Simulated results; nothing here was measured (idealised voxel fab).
The name of this process module is voxel gate over fins.
The cross-section shown here is cut; it is 230 nm wide and divided into square cells measuring 5 nm on a side.
Notation: cross-section as square-cell grid; stated in bands, top first, going down; one or more cell rows per band. This entry defines a band. It first specifies the height of the band's top and the height of its bottom in nm, and then specifies the band's materials from left to right, stating each material with its width in nm. The word "everywhere" identifies a single material that fills the band from edge to edge, while the word "empty" identifies empty space. Beneath 0, the wafer as received is one material, and that level is where height counting begins. The lowest band goes on downward without a bottom; it is written like "from 0 down". A width given as "30->40" starts at the first number in the band's top row and ends at the second number in its bottom row, shifting by an equal amount at every step from row to row. It should be understood that the words "remained unchanged", when stated for a given step, signify that the cross-section underwent no change in any of its cells during that step. In the "Cavities, sealed" entry, you get each enclosed empty space of 8 cells or more, one with no open way to the top, written width x height at distance, distance from the left edge, in nm. Whatever follows a step's settings on its line is a remark the simulator itself makes about that step. On any step carrying a mask, the "overlay nm" setting, if present on the step's line, tells how far right of its planned place the mask lay; negative values point to the left.

THIS SECTION LISTS THE PROCESS STEPS THAT WERE PLANNED
1,RECEIVE with material Si
2,CONFORMAL_DEP with material SiN, thk nm 5
3,PATTERN with tone cover, mask id FINS, material resist, width nm 15, pitch nm 50, thk nm 20, overlay nm 0
4,DIRECTIONAL_ETCH with etch materials SiN, depth nm 5
5,DIRECTIONAL_ETCH with etch materials Si, depth nm 40
6,STRIP with etch materials resist
7,OXIDIZE with depth nm 5
8,FILL_DEP with material SiO2, thk nm 10
9,CMP with height nm 5
10,DIRECTIONAL_DEP with material aC, thk nm 10
11,PATTERN with tone open, mask id RAIL, material resist, width nm 15, thk nm 25, overlay nm 0
12,DIRECTIONAL_ETCH with etch materials aC, depth nm 10
13,STRIP with etch materials resist
14,DIRECTIONAL_ETCH with etch materials SiO2, depth nm 40
15,STRIP with etch materials aC
16,CONFORMAL_DEP with material TiN, thk nm 5
17,FILL_DEP with material W, thk nm 10
18,CMP with height nm 5
19,SELECTIVE_ETCH with etch materials W Ru TiN, depth nm 25
20,FILL_DEP with material SiO2, thk nm 5
21,CMP with height nm 5
22,SELECTIVE_ETCH with etch materials SiO2, depth nm 20
23,STRIP with etch materials SiN
24,CONFORMAL_DEP with material HfO2, thk nm 5
25,CONFORMAL_DEP with material TiN, thk nm 5
26,CONFORMAL_DEP with material TiAl, thk nm 5
27,CONFORMAL_DEP with material TiN, thk nm 5
28,FILL_DEP with material W, thk nm 15
29,CMP with height nm 30
30,CONFORMAL_DEP with material SiN, thk nm 5

INCOMING WAFER, CROSS-SECTIONAL VIEW, POST STEP 1
    from 0 down | Si everywhere
    Cavities, sealed: none

BELOW IS THE WAFER IN CROSS-SECTION AFTER THE MODULE WAS COMPLETED. IT BEGAN FROM THE STARTING POINT SHOWN ABOVE AND FOLLOWED THE PLAN SHOWN ABOVE, EXCEPT THAT ONE MISTAKE WAS MADE WHILE RUNNING IT
    from 35 to 30 | SiN everywhere
    from 30 to 20 | W everywhere
    from 20 to 15 | W=65 | TiN=45 | W=5 | TiN=45 | W=70
    from 15 to 10 | W=65 | TiN=5 | TiAl=35 | TiN=5 | W=5 | TiN=5 | TiAl=35 | TiN=5 | W=70
    from 10 to 5 | W=65 | TiN=5 | TiAl=5 | TiN=25 | TiAl=5 | TiN=5 | W=5 | TiN=5 | TiAl=5 | TiN=25 | TiAl=5 | TiN=5 | W=70
    from 5 to 0 | W=65 | TiN=5 | TiAl=5 | TiN=5 | HfO2=15 | TiN=5 | TiAl=5 | TiN=5 | W=5 | TiN=5 | TiAl=5 | TiN=5 | HfO2=15 | TiN=5 | TiAl=5 | TiN=5 | W=70
    from 0 to -5 | W=65 | TiN=5 | TiAl=5 | TiN=5 | HfO2=5 | Si=5 | HfO2=5 | TiN=5 | TiAl=5 | TiN=15 | TiAl=5 | TiN=5 | HfO2=5 | Si=5 | HfO2=5 | TiN=5 | TiAl=5 | TiN=5 | W=70
    from -5 to -10 | W=65 | TiN=5 | TiAl=5 | TiN=5 | HfO2=5 | Si=5 | HfO2=5 | TiN=5 | TiAl=25 | TiN=5 | HfO2=5 | Si=5 | HfO2=5 | TiN=5 | TiAl=5 | TiN=5 | W=70
    from -10 to -15 | W=65 | TiN=5 | TiAl=5 | TiN=5 | HfO2=5 | Si=5 | HfO2=5 | TiN=35 | HfO2=5 | Si=5 | HfO2=5 | TiN=5 | TiAl=5 | TiN=5 | W=70
    from -15 to -20 | TiN=70 | TiAl=5 | TiN=5 | HfO2=5 | Si=5 | HfO2=5 | TiN=5 | HfO2=25 | TiN=5 | HfO2=5 | Si=5 | HfO2=5 | TiN=5 | TiAl=5 | TiN=75
    from -20 to -25 | TiAl=75 | TiN=5 | HfO2=5 | Si=5 | HfO2=5 | TiN=5 | HfO2=5 | TiN=5 | W=5 | TiN=5 | HfO2=5 | TiN=5 | HfO2=5 | Si=5 | HfO2=5 | TiN=5 | TiAl=80
    from -25 to -30 | TiN=80 | HfO2=5 | Si=5 | HfO2=5 | TiN=5 | HfO2=5 | TiN=5 | W=5 | TiN=5 | HfO2=5 | TiN=5 | HfO2=5 | Si=5 | HfO2=5 | TiN=85
    from -30 to -35 | HfO2=85 | Si=5 | HfO2=15 | TiN=15 | HfO2=15 | Si=5 | HfO2=90
    from -35 to -45 | SiO2=85 | Si=5 | SiO2=45 | Si=5 | SiO2=90
    from -45 down | Si everywhere
    Cavities, sealed: none
Against the plan, the run slipped here: it should be noted that step 22 of the plan was executed twice
